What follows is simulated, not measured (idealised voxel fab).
Process module under the name voxel ribs on slabs
For reference, the cross-section in this document is cut, with width 255 nm and square cells of 5 nm.
Cross-sections here: square-cell grids, written as top-down lists of bands, a band being one or more rows of cells.
Quick guide to a band line: top height, bottom height (nm) up front; then every material left to right with its width in nm. Only one material and it's marked "all across"? Then it fills the band edge to edge. And "empty" just means empty space.
Zero point of the height axis is 0; under it, received wafer = one material. Lowest band: continues down indefinitely, "0 -> down".
So if you see something like "30->40" for the width, read it as the top row of the band sitting at the first number and the bottom row at the second, with every row in between moving by the same amount as the last.
Where the words "no modification" appear for a step, the cross-section shows no cell changed by that step; every cell remained as before.
Closed empty spaces (no open way to the top) of 8 cells or more are what "Enclosed internal voids" lists, each as width x height at distance from the left edge, nm for all three.
Text after the settings on a step's line: the simulator's own remark on that step.
overlay nm: where the mask lay relative to plan, measured to the right, on steps with a mask; negatives go left.

Process steps (planned):
1: RECEIVE: material Si
2: DIRECTIONAL_DEP: material SiO2, thk nm 25
3: DIRECTIONAL_DEP: material polySi, thk nm 25
4: MASKED_ETCH: tone cover, mask id RIB, width nm 20, etch materials polySi, depth nm 5, overlay nm 0
5: DIRECTIONAL_DEP: material aC, thk nm 15
6: PATTERN: tone cover, mask id SLAB, material resist, width nm 70, thk nm 30, overlay nm 0
7: DIRECTIONAL_ETCH: etch materials aC, depth nm 15
8: STRIP: etch materials resist
9: DIRECTIONAL_ETCH: etch materials polySi, depth nm 20
10: STRIP: etch materials aC
11: FILL_DEP: material SiO2, thk nm 15
12: CMP: height nm 60
13: DIRECTIONAL_DEP: material TiN, thk nm 5
14: MASKED_ETCH: tone cover, mask id HEATER, width nm 30, etch materials TiN, depth nm 5, overlay nm 0
15: CONFORMAL_DEP: material SiO2, thk nm 10

Cross-section of the wafer at receipt, which is the condition after step 1:
* 0 -> down: Si all across
* Enclosed internal voids: none

First of two wafers, end-of-module section, run followed plan:
* 75 -> 70: empty: 100, SiO2: 50, empty: 105
* 70 -> 65: SiO2 all across
* 65 -> 60: SiO2: 110, TiN: 30, SiO2: 115
* 60 -> 50: SiO2 all across
* 50 -> 45: SiO2: 115, polySi: 20, SiO2: 120
* 45 -> 25: SiO2: 90, polySi: 70, SiO2: 95
* 25 -> 0: SiO2 all across
* 0 -> down: Si all across
* Enclosed internal voids: none

second wafer at the end: like start, like plan, one mistake:
* 75 -> 70: empty: 100, SiO2: 50, empty: 105
* 70 -> 65: SiO2 all across
* 65 -> 60: SiO2: 110, TiN: 30, SiO2: 115
* 60 -> 25: SiO2 all across
* 25 -> 0: polySi all across
* 0 -> down: Si all across
* Enclosed internal voids: none
Processing error: transposition of steps 2 and 3 relative to the planned sequence
Cell-count delta at end, second wafer over first, by material: -195 SiO2, +195 polySi
